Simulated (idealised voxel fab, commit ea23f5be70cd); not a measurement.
A process module follows: voxel self aligned vias.
Square cells of 5 nm make up the cross-section cut, whose width is 185 nm.
Bands, listed from the top down, are how a cross-section gets written in this document; the cross-section itself is a grid of square cells, and a band is one or more rows of them. Heights first: top, then bottom, in nm. Then materials, left to right, each with a width in nm. "all across" on a single material: fills the band edge to edge. "air": empty space. All heights in this document are referenced to 0, defined as the level beneath which the wafer, as received, consists entirely of one material. The lowest band is not bounded below; it extends indefinitely downward and is written in the form "0..down". Width: "30 to 40" (first number = top row, second number = bottom row, same change from row to row of cells). No cell of the cross-section changed in a step that is given as "no modification". Entry "Closed-off voids". Content: empty spaces with no open connection to the top, size 8 cells or greater. Each: width x height at distance. Distance: from left edge. Unit: nm. Where a step's line continues beyond its settings, the continuation is a remark by the simulator itself on that step. overlay nm: on a step with a mask, how far right of its planned place the mask lay; negative means left.

-- Listed below are the process steps as planned
1) RECEIVE,material Si
2) CONFORMAL_DEP,material SiO2,thk nm 15
3) CONFORMAL_DEP,material SiCN,thk nm 5
4) DIRECTIONAL_DEP,material SiO2,thk nm 20
5) DIRECTIONAL_DEP,material aC,thk nm 15
6) PATTERN,tone open,mask id LINES,material resist,width nm 20,pitch nm 70,thk nm 35,overlay nm 0
7) DIRECTIONAL_ETCH,etch materials aC,depth nm 15
8) STRIP,etch materials resist
9) DIRECTIONAL_ETCH,etch materials SiO2,depth nm 20
10) STRIP,etch materials aC
11) CONFORMAL_DEP,material TiN,thk nm 5
12) FILL_DEP,material W,thk nm 5
13) CMP,height nm 40
14) SELECTIVE_ETCH,etch materials W Ru TiN,depth nm 5
15) FILL_DEP,material SiN,thk nm 5
16) CMP,height nm 40
17) DIRECTIONAL_DEP,material SiO2,thk nm 20
18) DIRECTIONAL_DEP,material aC,thk nm 15
19) PATTERN,tone open,mask id VIAS,material resist,width nm 40,thk nm 30,overlay nm 0
20) DIRECTIONAL_ETCH,etch materials aC,depth nm 15
21) STRIP,etch materials resist
22) DIRECTIONAL_ETCH,etch materials SiO2,depth nm 20
23) DIRECTIONAL_ETCH,etch materials SiN,depth nm 5
24) STRIP,etch materials aC
25) CONFORMAL_DEP,material TiN,thk nm 5
26) FILL_DEP,material Cu,thk nm 5
27) CMP,height nm 60
28) CONFORMAL_DEP,material SiCN,thk nm 5

-- Incoming wafer, cross-sectional view, post step 1
0..down | Si all across
Closed-off voids: none

-- As-planned run: cross-section of the first of two wafers at end of module
65..60 | SiCN all across
60..45 | SiO2 35 nm, then TiN 5 nm, then Cu 30 nm, then TiN 5 nm, then SiO2 110 nm
45..40 | SiO2 35 nm, then TiN 15 nm, then Cu 10 nm, then TiN 15 nm, then SiO2 110 nm
40..35 | SiO2 45 nm, then TiN 20 nm, then SiO2 50 nm, then SiN 20 nm, then SiO2 50 nm
35..25 | SiO2 45 nm, then TiN 5 nm, then W 10 nm, then TiN 5 nm, then SiO2 50 nm, then TiN 5 nm, then W 10 nm, then TiN 5 nm, then SiO2 50 nm
25..20 | SiO2 45 nm, then TiN 20 nm, then SiO2 50 nm, then TiN 20 nm, then SiO2 50 nm
20..15 | SiCN all across
15..0 | SiO2 all across
0..down | Si all across
Closed-off voids: none

-- Cross-sectional view: second of two wafers, end of module; start and plan identical to the first, one mistake in running
65..60 | SiCN all across
60..45 | SiO2 35 nm, then TiN 5 nm, then Cu 30 nm, then TiN 5 nm, then SiO2 110 nm
45..40 | SiO2 35 nm, then TiN 40 nm, then SiO2 110 nm
40..35 | SiCN all across
35..0 | SiO2 all across
0..down | Si all across
Closed-off voids: none
Want to know what went wrong? steps 3 and 4 were swapped
Counted in cells at the end, the second wafer holds more or fewer of these materials than the first: -2 Cu | -4 SiN | +32 SiO2 | -18 TiN | -8 W
